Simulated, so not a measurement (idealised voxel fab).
Process module under the name voxel self aligned vias
225 nm wide, 5 nm square cells: that's cross-section cut.
For the purposes of this document, a cross-section shall be understood as a grid of square cells, specified as bands listed in top-to-bottom order, each band consisting of one or more rows of cells.
For a band, the entry starts with two heights in nm, that of the top and then that of the bottom, and carries on with the band's materials in order from left to right, each alongside its width in nm; the word "throughout" beside a single material means it fills the band edge to edge, and "blank" means empty space.
We count height from 0. Below that, the starting wafer is all one material. The lowest band never ends at the bottom but goes on down; see "0 -> down" for how that is written.
A width given as "30..40" starts at the first number in the band's top row and ends at the second number in its bottom row, shifting by an equal amount at every step from row to row.
"nothing altered" (step): cross-section cells unchanged, all of them.
Any empty space of 8 cells or more lacking an open way to the top shows up in "Unvented internal voids" as width x height at distance, distance from the left edge, in nm.
Where a step's line continues beyond its settings, the continuation is a remark by the simulator itself on that step.
overlay nm: mask right of planned place by this much (step with mask). Neg. = left.
[The process steps that were planned are listed below]
1,RECEIVE with material Si
2,CONFORMAL_DEP with material SiO2, thk nm 10
3,CONFORMAL_DEP with material SiCN, thk nm 5
4,DIRECTIONAL_DEP with material lowk, thk nm 30
5,MASKED_ETCH with tone open, mask id LINES, width nm 30, pitch nm 70, etch materials lowk, depth nm 30, overlay nm 0
6,CONFORMAL_DEP with material TiN, thk nm 5
7,FILL_DEP with material W, thk nm 10
8,CMP with height nm 45
9,SELECTIVE_ETCH with etch materials W Ru TiN, depth nm 10
10,FILL_DEP with material SiN, thk nm 10
11,CMP with height nm 45
12,DIRECTIONAL_DEP with material lowk, thk nm 15
13,MASKED_ETCH with tone open, mask id VIAS, width nm 40, pitch nm 70, etch materials lowk, depth nm 15, overlay nm 0
14,MASKED_ETCH with tone open, mask id VIAS, width nm 40, pitch nm 70, etch materials SiN, depth nm 10, overlay nm 0
15,CONFORMAL_DEP with material TiN, thk nm 5
16,FILL_DEP with material W, thk nm 5
17,CMP with height nm 60
18,CONFORMAL_DEP with material SiCN, thk nm 5
What sets these wafers apart? The thk nm at step 15. They all start alike, and the plan carries the first wafer's value.
[Cross-section of the first of several received wafers, showing its state after step 1]
- 0 -> down: Si throughout
- Unvented internal voids: none
[Tabulated below, wafer by wafer, are the end-of-module results: for each material, the number of cells gained (+) or lost (-) relative to the as-received state, followed by the closed voids]
thk nm 5 | +90 SiCN | +90 SiO2 | +56 TiN | +64 W | +285 lowk | Unvented internal voids: none
thk nm 10 | +90 SiCN | +90 SiO2 | +80 TiN | +40 W | +285 lowk | Unvented internal voids: none
thk nm 15 | +90 SiCN | +90 SiO2 | +96 TiN | +24 W | +285 lowk | Unvented internal voids: none
thk nm 20 | +90 SiCN | +90 SiO2 | +96 TiN | +24 W | +285 lowk | Unvented internal voids: none
